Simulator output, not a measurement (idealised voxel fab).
voxel local oxidation: a process module
In the cross-section labelled cut, the width is 270 nm and each square cell is 5 nm.
In what follows, cross-sections appear as grids of square cells, described through bands that run from the top down, where every band is one or more rows of cells.
In this notation a band is specified by the heights of its top and bottom, in that order and in nm, after which its materials appear from left to right, each paired with its width in nm. The word "all across" attached to a single material means that material fills the band from edge to edge; the word "empty" stands for empty space.
The level at which height equals 0 is the one under which the wafer, as it arrives, is entirely one material. No lower edge exists for the bottom band, which continues downward and is notated as in "top 0, no bottom".
Width "30 to 40": first value at the band's top row of cells, second value at its bottom row, equal change from row to row.
No cell of the cross-section changed in a step that is given as "changes: none".
Look at "Tabulated closed voids" for the closed voids: empty spaces with no open path to the top, sized 8 cells or up. Each is width x height at distance, distance from the left edge, all nm.
after a step's settings: what the simulator itself notes on the step
overlay nm: how far to the right of its planned place the mask lay on this masked step (negative: to the left).

Steps planned for the process:
1 RECEIVE [material Si]
2 OXIDIZE [depth nm 5]
3 CONFORMAL_DEP [material SiN] [thk nm 10]
4 DIRECTIONAL_DEP [material aC] [thk nm 15]
5 PATTERN [tone cover] [mask id ACTIVE] [material resist] [width nm 120] [thk nm 30] [overlay nm -15]
6 DIRECTIONAL_ETCH [etch materials aC] [depth nm 15]
7 STRIP [etch materials resist]
8 DIRECTIONAL_ETCH [etch materials SiN] [depth nm 10]
9 STRIP [etch materials aC]
10 SELECTIVE_ETCH [etch materials SiO2] [depth nm 5]
11 OXIDIZE [depth nm 10]
12 STRIP [etch materials SiN]
Be aware that, although all wafers share a common starting state, the overlay nm at step 5 differs among them, and the plan displays the first wafer's value.

The first of several wafers, as received after step 1, seen in section:
    top 0, no bottom = Si all across
    Tabulated closed voids: none

Per wafer, end of module: cells gained (+) or lost (-) per material since receipt, then closed voids:
overlay nm -15 | -126 Si | +94 SiO2 | Tabulated closed voids: none
overlay nm -10 | -126 Si | +94 SiO2 | Tabulated closed voids: none
overlay nm -5 | -126 Si | +94 SiO2 | Tabulated closed voids: none
overlay nm 0 | -126 Si | +94 SiO2 | Tabulated closed voids: none
overlay nm 5 | -126 Si | +94 SiO2 | Tabulated closed voids: none
overlay nm 10 | -126 Si | +94 SiO2 | Tabulated closed voids: none
overlay nm 15 | -126 Si | +94 SiO2 | Tabulated closed voids: none
